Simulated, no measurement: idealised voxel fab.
You're looking at the process module voxel plated lines.
It is cross-section cut that appears here, measuring 300 nm in width, its square cells being 5 nm in size.
Bands, listed from the top down, are how a cross-section gets written in this document; the cross-section itself is a grid of square cells, and a band is one or more rows of them. Read a band's entry like this: the first values are the height of its top and the height of its bottom in nm, and what follows is the sequence of materials from left to right, each with its width in nm. Note that "blank" is empty space, and that a single material marked "all across" reaches across the band from edge to edge. The reference from which all heights are counted is 0, the level beneath which the as-received wafer is entirely one material; the lowest band, having no lower bound, proceeds downward and is written after the example "0..down". A two-number width, for instance "30->40", indicates that the width is equal to the first number in the top row of the band and to the second number in the bottom row, and that it changes by a constant amount per row of cells. No cell of the cross-section changed in a step that is given as "nothing different". "Sealed void list" contains a list of empty spaces, each no smaller than 8 cells and without an open way to the top, written in the form width x height at distance with the distance from the left edge and all three in nm. If you see something after the settings on a step's line, that's the simulator's own remark about that step. On any step carrying a mask, the "overlay nm" setting, if present on the step's line, tells how far right of its planned place the mask lay; negative values point to the left.
Planned step list for the process
1) RECEIVE (material Si)
2) CONFORMAL_DEP (material Al2O3; thk nm 10)
3) DIRECTIONAL_DEP (material TiN; thk nm 5)
4) PATTERN (tone open; mask id LINES; material resist; width nm 15; pitch nm 45; thk nm 35; overlay nm 0)
5) EPI (material Ru; thk nm 10)
6) EPI (material Ru; thk nm 10)
7) EPI (material Ru; thk nm 10)
8) STRIP (etch materials resist)
9) DIRECTIONAL_ETCH (etch materials TiN; depth nm 5)
10) CONFORMAL_DEP (material SiN; thk nm 5)
Incoming wafer, cross-sectional view, post step 1
	0..down: Si all across
	Sealed void list: none
End-of-module XS, first of two wafers, run as planned
	50..45: blank 90 | SiN 25 | blank 20 | SiN 25 | blank 20 | SiN 25 | blank 95
	45..15: blank 90 | SiN 5 | Ru 15 | SiN 5 | blank 20 | SiN 5 | Ru 15 | SiN 5 | blank 20 | SiN 5 | Ru 15 | SiN 5 | blank 95
	15..10: SiN 95 | TiN 15 | SiN 30 | TiN 15 | SiN 30 | TiN 15 | SiN 100
	10..0: Al2O3 all across
	0..down: Si all across
	Sealed void list: none
Cross-section of the latter of the two wafers at module completion. It had an identical start and an identical plan to the former; in running it, one mistake was made
	60..45: blank 80 | SiN 135 | blank 85
	45..25: blank 80 | SiN 15 | Ru 15 | SiN 30 | Ru 15 | SiN 30 | Ru 15 | SiN 15 | blank 85
	25..15: SiN 95 | Ru 15 | SiN 30 | Ru 15 | SiN 30 | Ru 15 | SiN 100
	15..10: SiN 95 | TiN 15 | SiN 30 | TiN 15 | SiN 30 | TiN 15 | SiN 100
	10..0: Al2O3 all across
	0..down: Si all across
	Sealed void list: none
Misprocessing identified: off-plan run, step 10, actual operation and settings CONFORMAL_DEP (material SiN; thk nm 15)
The closing comparison, in cells, has the second wafer with more or fewer of some materials than the first: +204 SiN
